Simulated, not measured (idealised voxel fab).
Title: Process Module voxel gate over fins
Section shown: cut. Width: 220 nm. Cell size: 5 nm, square.
Bands, listed from the top down, are how a cross-section gets written in this document; the cross-section itself is a grid of square cells, and a band is one or more rows of them.
Band: top height; bottom height; in nm. Then, left to right: material with width in nm, for each material. "throughout": a single material spanning edge to edge. "empty": empty space.
It should be noted that heights are counted from 0, beneath which the wafer as supplied is of one material throughout, and that the lowest band possesses no lower boundary but continues downward, as written in "0..down".
A width given as "30->40" starts at the first number in the band's top row and ends at the second number in its bottom row, shifting by an equal amount at every step from row to row.
What does "same as before" mean for a step? It means no cell of the cross-section changed in that step.
"Closed-off voids" - sealed voids, min. 8 cells, no opening to top; format: width x height at distance (distance from left edge; nm throughout).
The remark found on a step's line after its settings is issued by the simulator itself and pertains to that step.
The "overlay nm" setting may appear on a step's line; for a step that uses a mask, it gives how far to the right of its planned position the mask lay, and a negative value indicates the left.

-- Here's what the planned process steps look like
1) RECEIVE [material Si]
2) CONFORMAL_DEP [material SiN] [thk nm 10]
3) PATTERN [tone cover] [mask id FINS] [material resist] [width nm 15] [pitch nm 45] [thk nm 15] [overlay nm 0]
4) DIRECTIONAL_ETCH [etch materials SiN] [depth nm 10]
5) DIRECTIONAL_ETCH [etch materials Si] [depth nm 40]
6) STRIP [etch materials resist]
7) FILL_DEP [material SiO2] [thk nm 15]
8) CMP [height nm 10]
9) SELECTIVE_ETCH [etch materials SiO2] [depth nm 10]
10) STRIP [etch materials SiN]
11) CONFORMAL_DEP [material HfO2] [thk nm 5]
12) CONFORMAL_DEP [material TiN] [thk nm 5]
13) CONFORMAL_DEP [material TiAl] [thk nm 5]
14) CONFORMAL_DEP [material TiN] [thk nm 5]
15) FILL_DEP [material W] [thk nm 15]
16) CMP [height nm 30]
17) CONFORMAL_DEP [material SiCN] [thk nm 10]
varied across the wafers: depth nm of step 9. The plan shows the first wafer's value. All wafers start alike

-- Cross-section, first of several wafers, as delivered after step 1
> 0..down | Si throughout
> Closed-off voids: none

-- Table: wafers, a row each; end-of-module cell change per material since receipt, gain (+), loss (-); then closed voids
depth nm 10, +44 HfO2, -256 Si, +88 SiCN, +256 SiO2, +44 TiAl, +88 TiN, +88 W, Closed-off voids: none
depth nm 15, +52 HfO2, -256 Si, +88 SiCN, +224 SiO2, +52 TiAl, +98 TiN, +94 W, Closed-off voids: none
depth nm 20, +60 HfO2, -256 Si, +88 SiCN, +192 SiO2, +60 TiAl, +108 TiN, +100 W, Closed-off voids: none
depth nm 25, +68 HfO2, -256 Si, +88 SiCN, +160 SiO2, +68 TiAl, +118 TiN, +106 W, Closed-off voids: none
depth nm 30, +76 HfO2, -256 Si, +88 SiCN, +128 SiO2, +76 TiAl, +128 TiN, +112 W, Closed-off voids: none
depth nm 35, +84 HfO2, -256 Si, +88 SiCN, +96 SiO2, +84 TiAl, +138 TiN, +118 W, Closed-off voids: none
